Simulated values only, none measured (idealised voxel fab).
process module | voxel double patterning
cross-section cut | 275 nm wide | cells 5 nm
A cross-section is a grid of square cells, given in bands from the top down. A band is one or more rows of cells.
Each band's line starts with the height of the band's top and of its bottom, in nm. Then come its materials from left to right, each with its width in nm. One material with "throughout" fills the band from edge to edge. "air" is empty space.
Height 0 is the level under which the wafer as received is all one material. The lowest band goes on downwards, as in "0 down".
A width such as "30 to 40" changes by the same amount from each row of cells to the next, from the band's top row to its bottom row.
"no change" after a step means that no cell of the cross-section changed.
closed voids: empty space of 8 cells or more with no open way to the top, each as width x height at its distance from the left edge, in nm
after a step's settings: what the simulator itself notes on the step
overlay nm, on a step with a mask: how far to the right of its planned place the mask lay; to the left if negative
plan
1 op RECEIVE | material Si
2 op CONFORMAL_DEP | material SiO2 | thk nm 10
3 op DIRECTIONAL_DEP | material polySi | thk nm 15
4 op DIRECTIONAL_DEP | material SiCN | thk nm 5
5 op MASKED_ETCH | tone open | mask id FIRST | width nm 15 | pitch nm 50 | etch materials SiCN | depth nm 5 | overlay nm 0
6 op DIRECTIONAL_DEP | material aC | thk nm 10
7 op PATTERN | tone open | mask id SECOND | material resist | width nm 15 | pitch nm 50 | thk nm 25 | overlay nm 0
8 op DIRECTIONAL_ETCH | etch materials aC | depth nm 10
9 op STRIP | etch materials resist
10 op DIRECTIONAL_ETCH | etch materials SiCN | depth nm 5
11 op STRIP | etch materials aC
12 op DIRECTIONAL_ETCH | etch materials polySi | depth nm 15
13 op STRIP | etch materials SiCN
first wafer, as planned
as received, after step 1
  0 down: Si throughout
  closed voids: none
after step 2
  10 to 0: SiO2 throughout
  below 0: unchanged
after step 3
  25 to 10: polySi throughout
  below 10: unchanged
after step 4
  30 to 25: SiCN throughout
  below 25: unchanged
after step 5
  30 to 25: SiCN 80 | air 15 | SiCN 35 | air 15 | SiCN 35 | air 15 | SiCN 80
  below 25: unchanged
after step 6
  40 to 35: aC 80 | air 15 | aC 35 | air 15 | aC 35 | air 15 | aC 80
  35 to 30: aC throughout
  30 to 25: SiCN 80 | aC 15 | SiCN 35 | aC 15 | SiCN 35 | aC 15 | SiCN 80
  below 25: unchanged
after step 7
  65 to 40: resist 105 | air 15 | resist 35 | air 15 | resist 105
  40 to 35: aC 80 | resist 15 | aC 35 | resist 15 | aC 35 | resist 15 | aC 80
  below 35: unchanged
after step 8
  55 to 40: resist 105 | air 15 | resist 35 | air 15 | resist 105
  40 to 35: aC 80 | resist 15 | aC 10 | air 15 | aC 10 | resist 15 | aC 10 | air 15 | aC 10 | resist 15 | aC 80
  35 to 30: aC 105 | air 15 | aC 35 | air 15 | aC 105
  below 30: unchanged
after step 9
  40 to 35: aC 80 | air 15 | aC 10 | air 15 | aC 10 | air 15 | aC 10 | air 15 | aC 10 | air 15 | aC 80
  below 35: unchanged
after step 10
  40 to 35: aC 80 | air 15 | aC 10 | air 15 | aC 10 | air 15 | aC 10 | air 15 | aC 10 | air 15 | aC 80
  35 to 30: aC 105 | air 15 | aC 35 | air 15 | aC 105
  30 to 25: SiCN 80 | aC 15 | SiCN 10 | air 15 | SiCN 10 | aC 15 | SiCN 10 | air 15 | SiCN 10 | aC 15 | SiCN 80
  below 25: unchanged
after step 11
  30 to 25: SiCN 80 | air 15 | SiCN 10 | air 15 | SiCN 10 | air 15 | SiCN 10 | air 15 | SiCN 10 | air 15 | SiCN 80
  below 25: unchanged
after step 12
  30 to 25: SiCN 80 | air 15 | SiCN 10 | air 15 | SiCN 10 | air 15 | SiCN 10 | air 15 | SiCN 10 | air 15 | SiCN 80
  25 to 10: polySi 80 | air 15 | polySi 10 | air 15 | polySi 10 | air 15 | polySi 10 | air 15 | polySi 10 | air 15 | polySi 80
  below 10: unchanged
after step 13
  25 to 10: polySi 80 | air 15 | polySi 10 | air 15 | polySi 10 | air 15 | polySi 10 | air 15 | polySi 10 | air 15 | polySi 80
  below 10: unchanged
second wafer: like start, like plan, one mistake. Through step 4 it matches the first wafer
when step 5 should have ended
  30 to 25: SiCN 80 | air 20 | SiCN 30 | air 20 | SiCN 30 | air 20 | SiCN 75
  below 25: unchanged
when step 6 should have ended
  40 to 35: aC 80 | air 20 | aC 30 | air 20 | aC 30 | air 20 | aC 75
  35 to 30: aC throughout
  30 to 25: SiCN 80 | aC 20 | SiCN 30 | aC 20 | SiCN 30 | aC 20 | SiCN 75
  below 25: unchanged
when step 7 should have ended
  65 to 40: resist 105 | air 15 | resist 35 | air 15 | resist 105
  40 to 35: aC 80 | resist 20 | aC 30 | resist 20 | aC 30 | resist 20 | aC 75
  below 35: unchanged
when step 8 should have ended
  55 to 40: resist 105 | air 15 | resist 35 | air 15 | resist 105
  40 to 35: aC 80 | resist 20 | aC 5 | air 15 | aC 10 | resist 20 | aC 5 | air 15 | aC 10 | resist 20 | aC 75
  35 to 30: aC 105 | air 15 | aC 35 | air 15 | aC 105
  below 30: unchanged
when step 9 should have ended
  40 to 35: aC 80 | air 20 | aC 5 | air 15 | aC 10 | air 20 | aC 5 | air 15 | aC 10 | air 20 | aC 75
  below 35: unchanged
when step 10 should have ended
  40 to 35: aC 80 | air 20 | aC 5 | air 15 | aC 10 | air 20 | aC 5 | air 15 | aC 10 | air 20 | aC 75
  35 to 30: aC 105 | air 15 | aC 35 | air 15 | aC 105
  30 to 25: SiCN 80 | aC 20 | SiCN 5 | air 15 | SiCN 10 | aC 20 | SiCN 5 | air 15 | SiCN 10 | aC 20 | SiCN 75
  below 25: unchanged
when step 11 should have ended
  30 to 25: SiCN 80 | air 20 | SiCN 5 | air 15 | SiCN 10 | air 20 | SiCN 5 | air 15 | SiCN 10 | air 20 | SiCN 75
  below 25: unchanged
when step 12 should have ended
  30 to 25: SiCN 80 | air 20 | SiCN 5 | air 15 | SiCN 10 | air 20 | SiCN 5 | air 15 | SiCN 10 | air 20 | SiCN 75
  25 to 10: polySi 80 | air 20 | polySi 5 | air 15 | polySi 10 | air 20 | polySi 5 | air 15 | polySi 10 | air 20 | polySi 75
  below 10: unchanged
when step 13 should have ended
  25 to 10: polySi 80 | air 20 | polySi 5 | air 15 | polySi 10 | air 20 | polySi 5 | air 15 | polySi 10 | air 20 | polySi 75
  below 10: unchanged
what went wrong: step 5 ran as: op MASKED_ETCH | tone open | mask id FIRST | width nm 20 | pitch nm 50 | etch materials SiCN | depth nm 5 | overlay nm 0
at the end the second wafer has, in cells: 9 fewer of polySi
